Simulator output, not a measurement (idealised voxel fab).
process module | voxel wiring stack
cross-section cut | 210 nm wide | cells 5 nm
A cross-section is a grid of square cells, given in bands from the top down. A band is one or more rows of cells.
Each band's line starts with the height of the band's top and of its bottom, in nm. Then come its materials from left to right, each with its width in nm. One material with "throughout" fills the band from edge to edge. "air" is empty space.
Height 0 is the level under which the wafer as received is all one material. The lowest band goes on downwards, as in "0 down".
A width such as "30 to 40" changes by the same amount from each row of cells to the next, from the band's top row to its bottom row.
"no change" after a step means that no cell of the cross-section changed.
closed voids: empty space of 8 cells or more with no open way to the top, each as width x height at its distance from the left edge, in nm
after a step's settings: what the simulator itself notes on the step
overlay nm, on a step with a mask: how far to the right of its planned place the mask lay; to the left if negative
plan
1 op RECEIVE | material Si
2 op CONFORMAL_DEP | material SiO2 | thk nm 15
3 op DIRECTIONAL_DEP | material TiN | thk nm 5
4 op DIRECTIONAL_DEP | material W | thk nm 20
5 op DIRECTIONAL_DEP | material aC | thk nm 10
6 op PATTERN | tone cover | mask id METAL_1 | material resist | width nm 20 | pitch nm 40 | thk nm 25 | overlay nm 0
7 op DIRECTIONAL_ETCH | etch materials aC | depth nm 10
8 op STRIP | etch materials resist
9 op DIRECTIONAL_ETCH | etch materials W | depth nm 20
10 op DIRECTIONAL_ETCH | etch materials TiN | depth nm 5
11 op STRIP | etch materials aC
12 op CONFORMAL_DEP | material SiN | thk nm 5
13 op FILL_DEP | material lowk | thk nm 10
14 op CMP | height nm 40
15 op CONFORMAL_DEP | material SiCN | thk nm 5
16 op DIRECTIONAL_DEP | material lowk | thk nm 25
17 op PATTERN | tone open | mask id METAL_2 | material resist | width nm 20 | pitch nm 40 | thk nm 15 | overlay nm 0
18 op DIRECTIONAL_ETCH | etch materials lowk | depth nm 15
19 op STRIP | etch materials resist
20 op DIRECTIONAL_DEP | material aC | thk nm 15
21 op PATTERN | tone open | mask id METAL_2_HOLES | material resist | width nm 15 | pitch nm 80 | thk nm 30 | overlay nm 0
22 op DIRECTIONAL_ETCH | etch materials aC | depth nm 15
23 op STRIP | etch materials resist
24 op DIRECTIONAL_ETCH | etch materials lowk | depth nm 10
25 op DIRECTIONAL_ETCH | etch materials SiCN | depth nm 5
26 op STRIP | etch materials aC
27 op CONFORMAL_DEP | material TiN | thk nm 5
28 op FILL_DEP | material Cu | thk nm 10
29 op CMP | height nm 70
30 op CONFORMAL_DEP | material SiCN | thk nm 5
31 op DIRECTIONAL_DEP | material lowk | thk nm 10
32 op MASKED_ETCH | tone open | mask id PLUG_2 | width nm 15 | pitch nm 80 | etch materials lowk | depth nm 10 | overlay nm 0
33 op MASKED_ETCH | tone open | mask id PLUG_2 | width nm 15 | pitch nm 80 | etch materials SiCN | depth nm 5 | overlay nm 0
34 op CONFORMAL_DEP | material TiN | thk nm 5
35 op FILL_DEP | material Cu | thk nm 10
36 op CMP | height nm 85
37 op CONFORMAL_DEP | material SiN | thk nm 5
38 op DIRECTIONAL_DEP | material SiO2 | thk nm 20
39 op MASKED_ETCH | tone open | mask id METAL_3 | width nm 20 | pitch nm 40 | etch materials SiO2 | depth nm 20 | overlay nm 0
40 op MASKED_ETCH | tone open | mask id METAL_3 | width nm 20 | pitch nm 40 | etch materials SiN | depth nm 5 | overlay nm 0
41 op CONFORMAL_DEP | material TiN | thk nm 5
42 op FILL_DEP | material Cu | thk nm 10
43 op CMP | height nm 110
44 op CONFORMAL_DEP | material SiCN | thk nm 5
45 op DIRECTIONAL_DEP | material lowk | thk nm 35
46 op PATTERN | tone open | mask id METAL_4_HOLES | material resist | width nm 15 | pitch nm 40 | thk nm 20 | overlay nm 0
47 op DIRECTIONAL_ETCH | etch materials lowk | depth nm 35
48 op STRIP | etch materials resist
49 op DIRECTIONAL_DEP | material aC | thk nm 10
50 op PATTERN | tone open | mask id METAL_4 | material resist | width nm 20 | pitch nm 40 | thk nm 25 | overlay nm 0
51 op DIRECTIONAL_ETCH | etch materials aC | depth nm 10
52 op STRIP | etch materials resist
53 op DIRECTIONAL_ETCH | etch materials lowk | depth nm 20
54 op DIRECTIONAL_ETCH | etch materials SiCN | depth nm 5
55 op STRIP | etch materials aC
56 op CONFORMAL_DEP | material TiN | thk nm 5
57 op FILL_DEP | material Ru | thk nm 10
58 op CMP | height nm 150
59 op CONFORMAL_DEP | material SiN | thk nm 5
first wafer, as planned
as received, after step 1
  0 down: Si throughout
  closed voids: none
after step 2
  15 to 0: SiO2 throughout
  below 0: unchanged
after step 3
  20 to 15: TiN throughout
  below 15: unchanged
after step 4
  40 to 20: W throughout
  below 20: unchanged
after step 5
  50 to 40: aC throughout
  below 40: unchanged
after step 6
  75 to 50: air 55 | resist 20 | air 20 | resist 20 | air 20 | resist 20 | air 55
  below 50: unchanged
after step 7
  65 to 50: air 55 | resist 20 | air 20 | resist 20 | air 20 | resist 20 | air 55
  50 to 40: air 55 | aC 20 | air 20 | aC 20 | air 20 | aC 20 | air 55
  below 40: unchanged
after step 8
  50 to 40: air 55 | aC 20 | air 20 | aC 20 | air 20 | aC 20 | air 55
  below 40: unchanged
after step 9
  50 to 40: air 55 | aC 20 | air 20 | aC 20 | air 20 | aC 20 | air 55
  40 to 20: air 55 | W 20 | air 20 | W 20 | air 20 | W 20 | air 55
  below 20: unchanged
after step 10
  50 to 40: air 55 | aC 20 | air 20 | aC 20 | air 20 | aC 20 | air 55
  40 to 20: air 55 | W 20 | air 20 | W 20 | air 20 | W 20 | air 55
  20 to 15: air 55 | TiN 20 | air 20 | TiN 20 | air 20 | TiN 20 | air 55
  below 15: unchanged
after step 11
  40 to 20: air 55 | W 20 | air 20 | W 20 | air 20 | W 20 | air 55
  below 20: unchanged
after step 12
  45 to 40: air 50 | SiN 30 | air 10 | SiN 30 | air 10 | SiN 30 | air 50
  40 to 20: air 50 | SiN 5 | W 20 | SiN 5 | air 10 | SiN 5 | W 20 | SiN 5 | air 10 | SiN 5 | W 20 | SiN 5 | air 50
  20 to 15: SiN 55 | TiN 20 | SiN 20 | TiN 20 | SiN 20 | TiN 20 | SiN 55
  below 15: unchanged
after step 13
  55 to 45: lowk throughout
  45 to 40: lowk 50 | SiN 30 | lowk 10 | SiN 30 | lowk 10 | SiN 30 | lowk 50
  40 to 20: lowk 50 | SiN 5 | W 20 | SiN 5 | lowk 10 | SiN 5 | W 20 | SiN 5 | lowk 10 | SiN 5 | W 20 | SiN 5 | lowk 50
  below 20: unchanged
after step 14
  40 to 20: lowk 50 | SiN 5 | W 20 | SiN 5 | lowk 10 | SiN 5 | W 20 | SiN 5 | lowk 10 | SiN 5 | W 20 | SiN 5 | lowk 50
  below 20: unchanged
after step 15
  45 to 40: SiCN throughout
  below 40: unchanged
after step 16
  70 to 45: lowk throughout
  below 45: unchanged
after step 17
  85 to 70: resist 55 | air 20 | resist 20 | air 20 | resist 20 | air 20 | resist 55
  below 70: unchanged
after step 18
  85 to 70: resist 55 | air 20 | resist 20 | air 20 | resist 20 | air 20 | resist 55
  70 to 55: lowk 55 | air 20 | lowk 20 | air 20 | lowk 20 | air 20 | lowk 55
  below 55: unchanged
after step 19
  70 to 55: lowk 55 | air 20 | lowk 20 | air 20 | lowk 20 | air 20 | lowk 55
  below 55: unchanged
after step 20
  85 to 70: aC 55 | air 20 | aC 20 | air 20 | aC 20 | air 20 | aC 55
  70 to 55: lowk 55 | aC 20 | lowk 20 | aC 20 | lowk 20 | aC 20 | lowk 55
  below 55: unchanged
after step 21
  115 to 85: resist 55 | air 15 | resist 65 | air 15 | resist 60
  85 to 70: aC 55 | air 15 | resist 5 | aC 20 | resist 20 | aC 20 | air 15 | resist 5 | aC 55
  below 70: unchanged
after step 22
  100 to 85: resist 55 | air 15 | resist 65 | air 15 | resist 60
  85 to 70: aC 55 | air 15 | resist 5 | aC 20 | resist 20 | aC 20 | air 15 | resist 5 | aC 55
  70 to 55: lowk 55 | air 15 | aC 5 | lowk 20 | aC 20 | lowk 20 | air 15 | aC 5 | lowk 55
  below 55: unchanged
after step 23
  85 to 70: aC 55 | air 20 | aC 20 | air 20 | aC 20 | air 20 | aC 55
  below 70: unchanged
after step 24
  85 to 70: aC 55 | air 20 | aC 20 | air 20 | aC 20 | air 20 | aC 55
  70 to 55: lowk 55 | air 15 | aC 5 | lowk 20 | aC 20 | lowk 20 | air 15 | aC 5 | lowk 55
  55 to 45: lowk 55 | air 15 | lowk 65 | air 15 | lowk 60
  below 45: unchanged
after step 25
  85 to 70: aC 55 | air 20 | aC 20 | air 20 | aC 20 | air 20 | aC 55
  70 to 55: lowk 55 | air 15 | aC 5 | lowk 20 | aC 20 | lowk 20 | air 15 | aC 5 | lowk 55
  55 to 45: lowk 55 | air 15 | lowk 65 | air 15 | lowk 60
  45 to 40: SiCN 55 | air 15 | SiCN 65 | air 15 | SiCN 60
  below 40: unchanged
after step 26
  70 to 55: lowk 55 | air 20 | lowk 20 | air 20 | lowk 20 | air 20 | lowk 55
  below 55: unchanged
after step 27
  75 to 70: TiN 60 | air 10 | TiN 30 | air 10 | TiN 30 | air 10 | TiN 60
  70 to 60: lowk 55 | TiN 5 | air 10 | TiN 5 | lowk 20 | TiN 5 | air 10 | TiN 5 | lowk 20 | TiN 5 | air 10 | TiN 5 | lowk 55
  60 to 55: lowk 55 | TiN 5 | air 5 | TiN 10 | lowk 20 | TiN 20 | lowk 20 | TiN 5 | air 5 | TiN 10 | lowk 55
  55 to 45: lowk 55 | TiN 5 | air 5 | TiN 5 | lowk 65 | TiN 5 | air 5 | TiN 5 | lowk 60
  45 to 40: SiCN 55 | TiN 15 | SiCN 65 | TiN 15 | SiCN 60
  below 40: unchanged
after step 28
  85 to 75: Cu throughout
  75 to 70: TiN 60 | Cu 10 | TiN 30 | Cu 10 | TiN 30 | Cu 10 | TiN 60
  70 to 60: lowk 55 | TiN 5 | Cu 10 | TiN 5 | lowk 20 | TiN 5 | Cu 10 | TiN 5 | lowk 20 | TiN 5 | Cu 10 | TiN 5 | lowk 55
  60 to 55: lowk 55 | TiN 5 | Cu 5 | TiN 10 | lowk 20 | TiN 20 | lowk 20 | TiN 5 | Cu 5 | TiN 10 | lowk 55
  55 to 45: lowk 55 | TiN 5 | Cu 5 | TiN 5 | lowk 65 | TiN 5 | Cu 5 | TiN 5 | lowk 60
  below 45: unchanged
after step 29
  70 to 60: lowk 55 | TiN 5 | Cu 10 | TiN 5 | lowk 20 | TiN 5 | Cu 10 | TiN 5 | lowk 20 | TiN 5 | Cu 10 | TiN 5 | lowk 55
  below 60: unchanged
after step 30
  75 to 70: SiCN throughout
  below 70: unchanged
after step 31
  85 to 75: lowk throughout
  below 75: unchanged
after step 32
  85 to 75: lowk 55 | air 15 | lowk 65 | air 15 | lowk 60
  below 75: unchanged
after step 33
  85 to 75: lowk 55 | air 15 | lowk 65 | air 15 | lowk 60
  75 to 70: SiCN 55 | air 15 | SiCN 65 | air 15 | SiCN 60
  below 70: unchanged
after step 34
  90 to 85: TiN 60 | air 5 | TiN 75 | air 5 | TiN 65
  85 to 75: lowk 55 | TiN 5 | air 5 | TiN 5 | lowk 65 | TiN 5 | air 5 | TiN 5 | lowk 60
  75 to 70: SiCN 55 | TiN 15 | SiCN 65 | TiN 15 | SiCN 60
  below 70: unchanged
after step 35
  100 to 90: Cu throughout
  90 to 85: TiN 60 | Cu 5 | TiN 75 | Cu 5 | TiN 65
  85 to 75: lowk 55 | TiN 5 | Cu 5 | TiN 5 | lowk 65 | TiN 5 | Cu 5 | TiN 5 | lowk 60
  below 75: unchanged
after step 36
  85 to 75: lowk 55 | TiN 5 | Cu 5 | TiN 5 | lowk 65 | TiN 5 | Cu 5 | TiN 5 | lowk 60
  below 75: unchanged
after step 37
  90 to 85: SiN throughout
  below 85: unchanged
after step 38
  110 to 90: SiO2 throughout
  below 90: unchanged
after step 39
  110 to 90: SiO2 55 | air 20 | SiO2 20 | air 20 | SiO2 20 | air 20 | SiO2 55
  below 90: unchanged
after step 40
  110 to 90: SiO2 55 | air 20 | SiO2 20 | air 20 | SiO2 20 | air 20 | SiO2 55
  90 to 85: SiN 55 | air 20 | SiN 20 | air 20 | SiN 20 | air 20 | SiN 55
  below 85: unchanged
after step 41
  115 to 110: TiN 60 | air 10 | TiN 30 | air 10 | TiN 30 | air 10 | TiN 60
  110 to 90: SiO2 55 | TiN 5 | air 10 | TiN 5 | SiO2 20 | TiN 5 | air 10 | TiN 5 | SiO2 20 | TiN 5 | air 10 | TiN 5 | SiO2 55
  90 to 85: SiN 55 | TiN 20 | SiN 20 | TiN 20 | SiN 20 | TiN 20 | SiN 55
  below 85: unchanged
after step 42
  125 to 115: Cu throughout
  115 to 110: TiN 60 | Cu 10 | TiN 30 | Cu 10 | TiN 30 | Cu 10 | TiN 60
  110 to 90: SiO2 55 | TiN 5 | Cu 10 | TiN 5 | SiO2 20 | TiN 5 | Cu 10 | TiN 5 | SiO2 20 | TiN 5 | Cu 10 | TiN 5 | SiO2 55
  below 90: unchanged
after step 43
  110 to 90: SiO2 55 | TiN 5 | Cu 10 | TiN 5 | SiO2 20 | TiN 5 | Cu 10 | TiN 5 | SiO2 20 | TiN 5 | Cu 10 | TiN 5 | SiO2 55
  below 90: unchanged
after step 44
  115 to 110: SiCN throughout
  below 110: unchanged
after step 45
  150 to 115: lowk throughout
  below 115: unchanged
after step 46
  170 to 150: resist 55 | air 15 | resist 25 | air 15 | resist 25 | air 15 | resist 60
  below 150: unchanged
after step 47
  170 to 150: resist 55 | air 15 | resist 25 | air 15 | resist 25 | air 15 | resist 60
  150 to 115: lowk 55 | air 15 | lowk 25 | air 15 | lowk 25 | air 15 | lowk 60
  below 115: unchanged
after step 48
  150 to 115: lowk 55 | air 15 | lowk 25 | air 15 | lowk 25 | air 15 | lowk 60
  below 115: unchanged
after step 49
  160 to 150: aC 55 | air 15 | aC 25 | air 15 | aC 25 | air 15 | aC 60
  150 to 125: lowk 55 | air 15 | lowk 25 | air 15 | lowk 25 | air 15 | lowk 60
  125 to 115: lowk 55 | aC 15 | lowk 25 | aC 15 | lowk 25 | aC 15 | lowk 60
  below 115: unchanged
after step 50
  185 to 160: resist 55 | air 20 | resist 20 | air 20 | resist 20 | air 20 | resist 55
  below 160: unchanged
after step 51
  175 to 160: resist 55 | air 20 | resist 20 | air 20 | resist 20 | air 20 | resist 55
  160 to 150: aC 55 | air 20 | aC 20 | air 20 | aC 20 | air 20 | aC 55
  150 to 115: lowk 55 | air 15 | lowk 25 | air 15 | lowk 25 | air 15 | lowk 60
  below 115: unchanged
after step 52
  160 to 150: aC 55 | air 20 | aC 20 | air 20 | aC 20 | air 20 | aC 55
  below 150: unchanged
after step 53
  160 to 150: aC 55 | air 20 | aC 20 | air 20 | aC 20 | air 20 | aC 55
  150 to 130: lowk 55 | air 20 | lowk 20 | air 20 | lowk 20 | air 20 | lowk 55
  below 130: unchanged
after step 54
  160 to 150: aC 55 | air 20 | aC 20 | air 20 | aC 20 | air 20 | aC 55
  150 to 130: lowk 55 | air 20 | lowk 20 | air 20 | lowk 20 | air 20 | lowk 55
  130 to 115: lowk 55 | air 15 | lowk 25 | air 15 | lowk 25 | air 15 | lowk 60
  115 to 110: SiCN 55 | air 15 | SiCN 25 | air 15 | SiCN 25 | air 15 | SiCN 60
  below 110: unchanged
after step 55
  150 to 130: lowk 55 | air 20 | lowk 20 | air 20 | lowk 20 | air 20 | lowk 55
  below 130: unchanged
after step 56
  155 to 150: TiN 60 | air 10 | TiN 30 | air 10 | TiN 30 | air 10 | TiN 60
  150 to 135: lowk 55 | TiN 5 | air 10 | TiN 5 | lowk 20 | TiN 5 | air 10 | TiN 5 | lowk 20 | TiN 5 | air 10 | TiN 5 | lowk 55
  135 to 130: lowk 55 | TiN 5 | air 5 | TiN 10 | lowk 20 | TiN 5 | air 5 | TiN 10 | lowk 20 | TiN 5 | air 5 | TiN 10 | lowk 55
  130 to 115: lowk 55 | TiN 5 | air 5 | TiN 5 | lowk 25 | TiN 5 | air 5 | TiN 5 | lowk 25 | TiN 5 | air 5 | TiN 5 | lowk 60
  115 to 110: SiCN 55 | TiN 15 | SiCN 25 | TiN 15 | SiCN 25 | TiN 15 | SiCN 60
  below 110: unchanged
after step 57
  165 to 155: Ru throughout
  155 to 150: TiN 60 | Ru 10 | TiN 30 | Ru 10 | TiN 30 | Ru 10 | TiN 60
  150 to 135: lowk 55 | TiN 5 | Ru 10 | TiN 5 | lowk 20 | TiN 5 | Ru 10 | TiN 5 | lowk 20 | TiN 5 | Ru 10 | TiN 5 | lowk 55
  135 to 130: lowk 55 | TiN 5 | Ru 5 | TiN 10 | lowk 20 | TiN 5 | Ru 5 | TiN 10 | lowk 20 | TiN 5 | Ru 5 | TiN 10 | lowk 55
  130 to 115: lowk 55 | TiN 5 | Ru 5 | TiN 5 | lowk 25 | TiN 5 | Ru 5 | TiN 5 | lowk 25 | TiN 5 | Ru 5 | TiN 5 | lowk 60
  below 115: unchanged
after step 58
  150 to 135: lowk 55 | TiN 5 | Ru 10 | TiN 5 | lowk 20 | TiN 5 | Ru 10 | TiN 5 | lowk 20 | TiN 5 | Ru 10 | TiN 5 | lowk 55
  below 135: unchanged
after step 59
  155 to 150: SiN throughout
  below 150: unchanged
second wafer: like start, like plan, one mistake. Through step 16 it matches the first wafer
when step 17 should have ended
  85 to 70: resist 60 | air 15 | resist 25 | air 15 | resist 25 | air 15 | resist 55
  below 70: unchanged
when step 18 should have ended
  85 to 70: resist 60 | air 15 | resist 25 | air 15 | resist 25 | air 15 | resist 55
  70 to 55: lowk 60 | air 15 | lowk 25 | air 15 | lowk 25 | air 15 | lowk 55
  below 55: unchanged
when step 19 should have ended
  70 to 55: lowk 60 | air 15 | lowk 25 | air 15 | lowk 25 | air 15 | lowk 55
  below 55: unchanged
when step 20 should have ended
  85 to 70: aC 60 | air 15 | aC 25 | air 15 | aC 25 | air 15 | aC 55
  70 to 55: lowk 60 | aC 15 | lowk 25 | aC 15 | lowk 25 | aC 15 | lowk 55
  below 55: unchanged
when step 21 should have ended
  115 to 85: resist 55 | air 15 | resist 65 | air 15 | resist 60
  85 to 70: aC 60 | air 10 | resist 5 | aC 25 | resist 15 | aC 25 | air 10 | resist 5 | aC 55
  below 70: unchanged
when step 22 should have ended
  100 to 85: resist 55 | air 15 | resist 65 | air 15 | resist 60
  85 to 70: aC 55 | air 15 | resist 5 | aC 25 | resist 15 | aC 20 | air 15 | resist 5 | aC 55
  70 to 55: lowk 60 | air 10 | aC 5 | lowk 25 | aC 15 | lowk 25 | air 10 | aC 5 | lowk 55
  below 55: unchanged
when step 23 should have ended
  85 to 70: aC 55 | air 20 | aC 25 | air 15 | aC 20 | air 20 | aC 55
  below 70: unchanged
when step 24 should have ended
  85 to 70: aC 55 | air 20 | aC 25 | air 15 | aC 20 | air 20 | aC 55
  70 to 60: lowk 55 | air 15 | aC 5 | lowk 25 | aC 15 | lowk 20 | air 15 | aC 5 | lowk 55
  60 to 55: lowk 60 | air 10 | aC 5 | lowk 25 | aC 15 | lowk 25 | air 10 | aC 5 | lowk 55
  55 to 45: lowk 60 | air 10 | lowk 70 | air 10 | lowk 60
  below 45: unchanged
when step 25 should have ended
  85 to 70: aC 55 | air 20 | aC 25 | air 15 | aC 20 | air 20 | aC 55
  70 to 60: lowk 55 | air 15 | aC 5 | lowk 25 | aC 15 | lowk 20 | air 15 | aC 5 | lowk 55
  60 to 55: lowk 60 | air 10 | aC 5 | lowk 25 | aC 15 | lowk 25 | air 10 | aC 5 | lowk 55
  55 to 45: lowk 60 | air 10 | lowk 70 | air 10 | lowk 60
  45 to 40: SiCN 60 | air 10 | SiCN 70 | air 10 | SiCN 60
  below 40: unchanged
when step 26 should have ended
  70 to 60: lowk 55 | air 20 | lowk 25 | air 15 | lowk 20 | air 20 | lowk 55
  60 to 55: lowk 60 | air 15 | lowk 25 | air 15 | lowk 25 | air 15 | lowk 55
  below 55: unchanged
when step 27 should have ended
  75 to 70: TiN 60 | air 10 | TiN 35 | air 5 | TiN 30 | air 10 | TiN 60
  70 to 60: lowk 55 | TiN 5 to 10 | air 10 to 5 | TiN 5 | lowk 25 | TiN 5 | air 5 | TiN 5 | lowk 20 | TiN 5 to 10 | air 10 to 5 | TiN 5 | lowk 55
  60 to 55: lowk 60 | TiN 15 | lowk 25 | TiN 15 | lowk 25 | TiN 15 | lowk 55
  55 to 45: lowk 60 | TiN 10 | lowk 70 | TiN 10 | lowk 60
  45 to 40: SiCN 60 | TiN 10 | SiCN 70 | TiN 10 | SiCN 60
  below 40: unchanged
when step 28 should have ended
  85 to 75: Cu throughout
  75 to 70: TiN 60 | Cu 10 | TiN 35 | Cu 5 | TiN 30 | Cu 10 | TiN 60
  70 to 60: lowk 55 | TiN 5 to 10 | Cu 10 to 5 | TiN 5 | lowk 25 | TiN 5 | Cu 5 | TiN 5 | lowk 20 | TiN 5 to 10 | Cu 10 to 5 | TiN 5 | lowk 55
  below 60: unchanged
when step 29 should have ended
  70 to 60: lowk 55 | TiN 5 to 10 | Cu 10 to 5 | TiN 5 | lowk 25 | TiN 5 | Cu 5 | TiN 5 | lowk 20 | TiN 5 to 10 | Cu 10 to 5 | TiN 5 | lowk 55
  below 60: unchanged
when step 30 should have ended
  75 to 70: SiCN throughout
  below 70: unchanged
when step 31 should have ended
  85 to 75: lowk throughout
  below 75: unchanged
when step 32 should have ended
  85 to 75: lowk 55 | air 15 | lowk 65 | air 15 | lowk 60
  below 75: unchanged
when step 33 should have ended
  85 to 75: lowk 55 | air 15 | lowk 65 | air 15 | lowk 60
  75 to 70: SiCN 55 | air 15 | SiCN 65 | air 15 | SiCN 60
  below 70: unchanged
when step 34 should have ended
  90 to 85: TiN 60 | air 5 | TiN 75 | air 5 | TiN 65
  85 to 75: lowk 55 | TiN 5 | air 5 | TiN 5 | lowk 65 | TiN 5 | air 5 | TiN 5 | lowk 60
  75 to 70: SiCN 55 | TiN 15 | SiCN 65 | TiN 15 | SiCN 60
  below 70: unchanged
when step 35 should have ended
  100 to 90: Cu throughout
  90 to 85: TiN 60 | Cu 5 | TiN 75 | Cu 5 | TiN 65
  85 to 75: lowk 55 | TiN 5 | Cu 5 | TiN 5 | lowk 65 | TiN 5 | Cu 5 | TiN 5 | lowk 60
  below 75: unchanged
when step 36 should have ended
  85 to 75: lowk 55 | TiN 5 | Cu 5 | TiN 5 | lowk 65 | TiN 5 | Cu 5 | TiN 5 | lowk 60
  below 75: unchanged
when step 37 should have ended
  90 to 85: SiN throughout
  below 85: unchanged
when step 38 should have ended
  110 to 90: SiO2 throughout
  below 90: unchanged
when step 39 should have ended
  110 to 90: SiO2 55 | air 20 | SiO2 20 | air 20 | SiO2 20 | air 20 | SiO2 55
  below 90: unchanged
when step 40 should have ended
  110 to 90: SiO2 55 | air 20 | SiO2 20 | air 20 | SiO2 20 | air 20 | SiO2 55
  90 to 85: SiN 55 | air 20 | SiN 20 | air 20 | SiN 20 | air 20 | SiN 55
  below 85: unchanged
when step 41 should have ended
  115 to 110: TiN 60 | air 10 | TiN 30 | air 10 | TiN 30 | air 10 | TiN 60
  110 to 90: SiO2 55 | TiN 5 | air 10 | TiN 5 | SiO2 20 | TiN 5 | air 10 | TiN 5 | SiO2 20 | TiN 5 | air 10 | TiN 5 | SiO2 55
  90 to 85: SiN 55 | TiN 20 | SiN 20 | TiN 20 | SiN 20 | TiN 20 | SiN 55
  below 85: unchanged
when step 42 should have ended
  125 to 115: Cu throughout
  115 to 110: TiN 60 | Cu 10 | TiN 30 | Cu 10 | TiN 30 | Cu 10 | TiN 60
  110 to 90: SiO2 55 | TiN 5 | Cu 10 | TiN 5 | SiO2 20 | TiN 5 | Cu 10 | TiN 5 | SiO2 20 | TiN 5 | Cu 10 | TiN 5 | SiO2 55
  below 90: unchanged
when step 43 should have ended
  110 to 90: SiO2 55 | TiN 5 | Cu 10 | TiN 5 | SiO2 20 | TiN 5 | Cu 10 | TiN 5 | SiO2 20 | TiN 5 | Cu 10 | TiN 5 | SiO2 55
  below 90: unchanged
when step 44 should have ended
  115 to 110: SiCN throughout
  below 110: unchanged
when step 45 should have ended
  150 to 115: lowk throughout
  below 115: unchanged
when step 46 should have ended
  170 to 150: resist 55 | air 15 | resist 25 | air 15 | resist 25 | air 15 | resist 60
  below 150: unchanged
when step 47 should have ended
  170 to 150: resist 55 | air 15 | resist 25 | air 15 | resist 25 | air 15 | resist 60
  150 to 115: lowk 55 | air 15 | lowk 25 | air 15 | lowk 25 | air 15 | lowk 60
  below 115: unchanged
when step 48 should have ended
  150 to 115: lowk 55 | air 15 | lowk 25 | air 15 | lowk 25 | air 15 | lowk 60
  below 115: unchanged
when step 49 should have ended
  160 to 150: aC 55 | air 15 | aC 25 | air 15 | aC 25 | air 15 | aC 60
  150 to 125: lowk 55 | air 15 | lowk 25 | air 15 | lowk 25 | air 15 | lowk 60
  125 to 115: lowk 55 | aC 15 | lowk 25 | aC 15 | lowk 25 | aC 15 | lowk 60
  below 115: unchanged
when step 50 should have ended
  185 to 160: resist 55 | air 20 | resist 20 | air 20 | resist 20 | air 20 | resist 55
  below 160: unchanged
when step 51 should have ended
  175 to 160: resist 55 | air 20 | resist 20 | air 20 | resist 20 | air 20 | resist 55
  160 to 150: aC 55 | air 20 | aC 20 | air 20 | aC 20 | air 20 | aC 55
  150 to 115: lowk 55 | air 15 | lowk 25 | air 15 | lowk 25 | air 15 | lowk 60
  below 115: unchanged
when step 52 should have ended
  160 to 150: aC 55 | air 20 | aC 20 | air 20 | aC 20 | air 20 | aC 55
  below 150: unchanged
when step 53 should have ended
  160 to 150: aC 55 | air 20 | aC 20 | air 20 | aC 20 | air 20 | aC 55
  150 to 130: lowk 55 | air 20 | lowk 20 | air 20 | lowk 20 | air 20 | lowk 55
  below 130: unchanged
when step 54 should have ended
  160 to 150: aC 55 | air 20 | aC 20 | air 20 | aC 20 | air 20 | aC 55
  150 to 130: lowk 55 | air 20 | lowk 20 | air 20 | lowk 20 | air 20 | lowk 55
  130 to 115: lowk 55 | air 15 | lowk 25 | air 15 | lowk 25 | air 15 | lowk 60
  115 to 110: SiCN 55 | air 15 | SiCN 25 | air 15 | SiCN 25 | air 15 | SiCN 60
  below 110: unchanged
when step 55 should have ended
  150 to 130: lowk 55 | air 20 | lowk 20 | air 20 | lowk 20 | air 20 | lowk 55
  below 130: unchanged
when step 56 should have ended
  155 to 150: TiN 60 | air 10 | TiN 30 | air 10 | TiN 30 | air 10 | TiN 60
  150 to 135: lowk 55 | TiN 5 | air 10 | TiN 5 | lowk 20 | TiN 5 | air 10 | TiN 5 | lowk 20 | TiN 5 | air 10 | TiN 5 | lowk 55
  135 to 130: lowk 55 | TiN 5 | air 5 | TiN 10 | lowk 20 | TiN 5 | air 5 | TiN 10 | lowk 20 | TiN 5 | air 5 | TiN 10 | lowk 55
  130 to 115: lowk 55 | TiN 5 | air 5 | TiN 5 | lowk 25 | TiN 5 | air 5 | TiN 5 | lowk 25 | TiN 5 | air 5 | TiN 5 | lowk 60
  115 to 110: SiCN 55 | TiN 15 | SiCN 25 | TiN 15 | SiCN 25 | TiN 15 | SiCN 60
  below 110: unchanged
when step 57 should have ended
  165 to 155: Ru throughout
  155 to 150: TiN 60 | Ru 10 | TiN 30 | Ru 10 | TiN 30 | Ru 10 | TiN 60
  150 to 135: lowk 55 | TiN 5 | Ru 10 | TiN 5 | lowk 20 | TiN 5 | Ru 10 | TiN 5 | lowk 20 | TiN 5 | Ru 10 | TiN 5 | lowk 55
  135 to 130: lowk 55 | TiN 5 | Ru 5 | TiN 10 | lowk 20 | TiN 5 | Ru 5 | TiN 10 | lowk 20 | TiN 5 | Ru 5 | TiN 10 | lowk 55
  130 to 115: lowk 55 | TiN 5 | Ru 5 | TiN 5 | lowk 25 | TiN 5 | Ru 5 | TiN 5 | lowk 25 | TiN 5 | Ru 5 | TiN 5 | lowk 60
  below 115: unchanged
when step 58 should have ended
  150 to 135: lowk 55 | TiN 5 | Ru 10 | TiN 5 | lowk 20 | TiN 5 | Ru 10 | TiN 5 | lowk 20 | TiN 5 | Ru 10 | TiN 5 | lowk 55
  below 135: unchanged
when step 59 should have ended
  155 to 150: SiN throughout
  below 150: unchanged
what went wrong: step 17 ran as: op PATTERN | tone open | mask id METAL_2 | material resist | width nm 15 | pitch nm 40 | thk nm 15 | overlay nm 0
at the end the second wafer has, in cells: 10 fewer of Cu | 2 more of SiCN | 1 fewer of TiN | 9 more of lowk
